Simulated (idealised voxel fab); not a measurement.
The following is a process module called voxel ribs on slabs.
FYI the section here is cut, 165 nm wide, cells are 5 nm squares.
A cross-section is written here as square cells arranged in a grid, and it is given in bands from the top down, each band taking up one or more rows of cells. Look at the band entry: it leads with the top's height and the bottom's height in nm. Then it lists the materials left to right, with a width in nm for each. The word "everywhere" on a single material says that material fills the band edge to edge. The word "empty" is empty space. Heads up on the height convention: 0 is the point under which the incoming wafer is all one material, and the lowest band has no bottom, it just keeps going down, like "0 and below". The two numbers in a width such as "30->40" mark its ends across the band: the first belongs to the top row of cells, the second to the bottom row, and from each row to the next the width moves by the same amount. You'll sometimes find "nothing changed" written for a step, and that's the way of saying that nowhere in the cross-section did a cell change during that step. In "Fully sealed cavities" the enclosed voids are listed, meaning empty spaces of 8 cells or larger without any opening to the top. The form is width x height at distance, distance from the left edge, units nm. Formally, on a step line, whatever follows the settings is a remark that the simulator itself makes on the step. Each step line may optionally specify "overlay nm", which for a step with a mask gives the rightward distance between the mask's planned place and where it lay, a negative value indicating the leftward direction.
Listed below are the process steps as planned
| 1 | RECEIVE with material Si |
| 2 | DIRECTIONAL_DEP with material SiO2, thk nm 30 |
| 3 | DIRECTIONAL_DEP with material SiN, thk nm 15 |
| 4 | DIRECTIONAL_DEP with material aC, thk nm 10 |
| 5 | PATTERN with tone cover, mask id RIB, material resist, width nm 25, thk nm 25, overlay nm 0 |
| 6 | DIRECTIONAL_ETCH with etch materials aC, depth nm 10 |
| 7 | STRIP with etch materials resist |
| 8 | DIRECTIONAL_ETCH with etch materials SiN, depth nm 10 |
| 9 | STRIP with etch materials aC |
| 10 | MASKED_ETCH with tone cover, mask id SLAB, width nm 55, etch materials SiN, depth nm 5, overlay nm 0 |
| 11 | FILL_DEP with material SiO2, thk nm 25 |
| 12 | CMP with height nm 65 |
| 13 | DIRECTIONAL_DEP with material TiN, thk nm 5 |
| 14 | DIRECTIONAL_DEP with material aC, thk nm 10 |
| 15 | PATTERN with tone cover, mask id HEATER, material resist, width nm 35, thk nm 30, overlay nm 0 |
| 16 | DIRECTIONAL_ETCH with etch materials aC, depth nm 10 |
| 17 | STRIP with etch materials resist |
| 18 | DIRECTIONAL_ETCH with etch materials TiN, depth nm 5 |
| 19 | STRIP with etch materials aC |
| 20 | CONFORMAL_DEP with material SiO2, thk nm 10 |
Cross-section of the wafer as it came to us, i.e., already through step 1
0 and below = Si everywhere
Fully sealed cavities: none
Wafer at module end, in section. Began as above, planned as above, run with one mistake
80 down to 75 = 55 empty, then 55 SiO2, then 55 empty
75 down to 70 = SiO2 everywhere
70 down to 65 = 65 SiO2, then 35 TiN, then 65 SiO2
65 down to 45 = SiO2 everywhere
45 down to 35 = 70 SiO2, then 30 SiN, then 65 SiO2
35 down to 30 = 55 SiO2, then 55 SiN, then 55 SiO2
30 down to 0 = SiO2 everywhere
0 and below = Si everywhere
Fully sealed cavities: none
What was the processing mistake? step 5 changed vs plan, executed as PATTERN with tone cover, mask id RIB, material resist, width nm 30, thk nm 25, overlay nm 0
